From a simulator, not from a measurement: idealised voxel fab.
Process module heading - voxel self aligned vias
Each square cell in cross-section cut measures 5 nm, and the section as a whole is 185 nm wide.
A cross-section in this document is a grid of square cells, and it is written down as bands, the top band listed before the ones below it; a band is made up of one or more rows of cells. What a band's entry tells you: where the top is and where the bottom is, as heights in nm, and after that what lies inside, material by material from left to right, each with its width in nm. Empty space is written as the word "air", and a single material marked with the word "throughout" occupies the band from edge to edge. Heights from 0 (as-received wafer is one material below). Bottom band endless downward, as "0 down". Width "30->40": first value at the band's top row of cells, second value at its bottom row, equal change from row to row. "changes: none" for a step: no cell of the cross-section changed in that step. "Trapped void list" specifies each empty space that is not open to the top and that occupies no fewer than 8 cells, using the form width x height at distance, the distance measured from the left edge and all three quantities in nm. Text after the settings on a step's line: the simulator's own remark on that step. Among the settings permitted on a step's line is "overlay nm"; applied to a step with a mask, it specifies the extent to which the mask lay to the right of its planned position, whereas a negative figure signifies a position to the left.
Steps in the process plan:
step 1: RECEIVE | material Si
step 2: CONFORMAL_DEP | material SiO2 | thk nm 10
step 3: CONFORMAL_DEP | material SiCN | thk nm 5
step 4: DIRECTIONAL_DEP | material SiO2 | thk nm 30
step 5: DIRECTIONAL_DEP | material aC | thk nm 10
step 6: PATTERN | tone open | mask id LINES | material resist | width nm 20 | pitch nm 70 | thk nm 30 | overlay nm 0
step 7: DIRECTIONAL_ETCH | etch materials aC | depth nm 10
step 8: STRIP | etch materials resist
step 9: DIRECTIONAL_ETCH | etch materials SiO2 | depth nm 30
step 10: STRIP | etch materials aC
step 11: CONFORMAL_DEP | material TiN | thk nm 5
step 12: FILL_DEP | material W | thk nm 10
step 13: CMP | height nm 45
step 14: SELECTIVE_ETCH | etch materials W Ru TiN | depth nm 10
step 15: FILL_DEP | material SiN | thk nm 10
step 16: CMP | height nm 45
step 17: DIRECTIONAL_DEP | material SiO2 | thk nm 20
step 18: MASKED_ETCH | tone open | mask id VIAS | width nm 40 | pitch nm 70 | etch materials SiO2 | depth nm 20 | overlay nm 0
step 19: MASKED_ETCH | tone open | mask id VIAS | width nm 40 | pitch nm 70 | etch materials SiN | depth nm 10 | overlay nm 0
step 20: CONFORMAL_DEP | material TiN | thk nm 5
step 21: FILL_DEP | material Cu | thk nm 10
step 22: CMP | height nm 65
step 23: CONFORMAL_DEP | material SiCN | thk nm 5
First of two wafers, processed according to plan:
So this is the incoming wafer in cross-section - it's already been through step 1:
- 0 down: Si throughout
- Trapped void list: none
Cross-section: wafer state after step 2:
- 10 to 0: SiO2 throughout
- below 0: unchanged
Cross-section: wafer state after step 3:
- 15 to 10: SiCN throughout
- below 10: unchanged
Cross-section: wafer state after step 4:
- 45 to 15: SiO2 throughout
- below 15: unchanged
Cross-section: wafer state after step 5:
- 55 to 45: aC throughout
- below 45: unchanged
Cross-section: wafer state after step 6:
- 85 to 55: 45 nm resist | 20 nm air | 50 nm resist | 20 nm air | 50 nm resist
- below 55: unchanged
Cross-section: wafer state after step 7:
- 75 to 55: 45 nm resist | 20 nm air | 50 nm resist | 20 nm air | 50 nm resist
- 55 to 45: 45 nm aC | 20 nm air | 50 nm aC | 20 nm air | 50 nm aC
- below 45: unchanged
Cross-section: wafer state after step 8:
- 55 to 45: 45 nm aC | 20 nm air | 50 nm aC | 20 nm air | 50 nm aC
- below 45: unchanged
Cross-section: wafer state after step 9:
- 55 to 45: 45 nm aC | 20 nm air | 50 nm aC | 20 nm air | 50 nm aC
- 45 to 15: 45 nm SiO2 | 20 nm air | 50 nm SiO2 | 20 nm air | 50 nm SiO2
- below 15: unchanged
Cross-section: wafer state after step 10:
- 45 to 15: 45 nm SiO2 | 20 nm air | 50 nm SiO2 | 20 nm air | 50 nm SiO2
- below 15: unchanged
Cross-section: wafer state after step 11:
- 50 to 45: 50 nm TiN | 10 nm air | 60 nm TiN | 10 nm air | 55 nm TiN
- 45 to 20: 45 nm SiO2 | 5 nm TiN | 10 nm air | 5 nm TiN | 50 nm SiO2 | 5 nm TiN | 10 nm air | 5 nm TiN | 50 nm SiO2
- 20 to 15: 45 nm SiO2 | 20 nm TiN | 50 nm SiO2 | 20 nm TiN | 50 nm SiO2
- below 15: unchanged
Cross-section: wafer state after step 12:
- 60 to 50: W throughout
- 50 to 45: 50 nm TiN | 10 nm W | 60 nm TiN | 10 nm W | 55 nm TiN
- 45 to 20: 45 nm SiO2 | 5 nm TiN | 10 nm W | 5 nm TiN | 50 nm SiO2 | 5 nm TiN | 10 nm W | 5 nm TiN | 50 nm SiO2
- below 20: unchanged
Cross-section: wafer state after step 13:
- 45 to 20: 45 nm SiO2 | 5 nm TiN | 10 nm W | 5 nm TiN | 50 nm SiO2 | 5 nm TiN | 10 nm W | 5 nm TiN | 50 nm SiO2
- below 20: unchanged
Cross-section: wafer state after step 14:
- 45 to 35: 45 nm SiO2 | 20 nm air | 50 nm SiO2 | 20 nm air | 50 nm SiO2
- below 35: unchanged
Cross-section: wafer state after step 15:
- 55 to 45: SiN throughout
- 45 to 35: 45 nm SiO2 | 20 nm SiN | 50 nm SiO2 | 20 nm SiN | 50 nm SiO2
- below 35: unchanged
Cross-section: wafer state after step 16:
- 45 to 35: 45 nm SiO2 | 20 nm SiN | 50 nm SiO2 | 20 nm SiN | 50 nm SiO2
- below 35: unchanged
Cross-section: wafer state after step 17:
- 65 to 45: SiO2 throughout
- below 45: unchanged
Cross-section: wafer state after step 18:
- 65 to 45: 35 nm SiO2 | 40 nm air | 30 nm SiO2 | 40 nm air | 40 nm SiO2
- below 45: unchanged
Cross-section: wafer state after step 19:
- 65 to 45: 35 nm SiO2 | 40 nm air | 30 nm SiO2 | 40 nm air | 40 nm SiO2
- 45 to 35: 45 nm SiO2 | 20 nm air | 50 nm SiO2 | 20 nm air | 50 nm SiO2
- below 35: unchanged
Cross-section: wafer state after step 20:
- 70 to 65: 40 nm TiN | 30 nm air | 40 nm TiN | 30 nm air | 45 nm TiN
- 65 to 50: 35 nm SiO2 | 5 nm TiN | 30 nm air | 5 nm TiN | 30 nm SiO2 | 5 nm TiN | 30 nm air | 5 nm TiN | 40 nm SiO2
- 50 to 40: 35->45 nm SiO2 | 15->5 nm TiN | 10 nm air | 15->5 nm TiN | 30->50 nm SiO2 | 15->5 nm TiN | 10 nm air | 15->5 nm TiN | 40->50 nm SiO2
- 40 to 35: 45 nm SiO2 | 20 nm TiN | 50 nm SiO2 | 20 nm TiN | 50 nm SiO2
- below 35: unchanged
Cross-section: wafer state after step 21:
- 80 to 70: Cu throughout
- 70 to 65: 40 nm TiN | 30 nm Cu | 40 nm TiN | 30 nm Cu | 45 nm TiN
- 65 to 50: 35 nm SiO2 | 5 nm TiN | 30 nm Cu | 5 nm TiN | 30 nm SiO2 | 5 nm TiN | 30 nm Cu | 5 nm TiN | 40 nm SiO2
- 50 to 40: 35->45 nm SiO2 | 15->5 nm TiN | 10 nm Cu | 15->5 nm TiN | 30->50 nm SiO2 | 15->5 nm TiN | 10 nm Cu | 15->5 nm TiN | 40->50 nm SiO2
- below 40: unchanged
Cross-section: wafer state after step 22:
- 65 to 50: 35 nm SiO2 | 5 nm TiN | 30 nm Cu | 5 nm TiN | 30 nm SiO2 | 5 nm TiN | 30 nm Cu | 5 nm TiN | 40 nm SiO2
- below 50: unchanged
Cross-section: wafer state after step 23:
- 70 to 65: SiCN throughout
- below 65: unchanged
Wafer two: like wafer one in start and plan, but with one mistake in execution; identical up to and including step 20:
Cross-section of the second wafer at the time by which step 21 should have been completed according to the plan:
- 80 to 65: TiN throughout
- 65 to 45: 35 nm SiO2 | 40 nm TiN | 30 nm SiO2 | 40 nm TiN | 40 nm SiO2
- 45 to 35: 45 nm SiO2 | 20 nm TiN | 50 nm SiO2 | 20 nm TiN | 50 nm SiO2
- below 35: unchanged
Cross-section of the second wafer at the time by which step 22 should have been completed according to the plan:
- 65 to 45: 35 nm SiO2 | 40 nm TiN | 30 nm SiO2 | 40 nm TiN | 40 nm SiO2
- below 45: unchanged
Cross-section of the second wafer at the time by which step 23 should have been completed according to the plan:
- 70 to 65: SiCN throughout
- below 65: unchanged
The plan and the run diverged here: step 21 was run on a setting that differed from the plan, and what really ran there is FILL_DEP | material TiN | thk nm 10
Counted in cells at the end, the second wafer holds more or fewer of these materials than the first: 44 fewer of Cu, 44 more of TiN
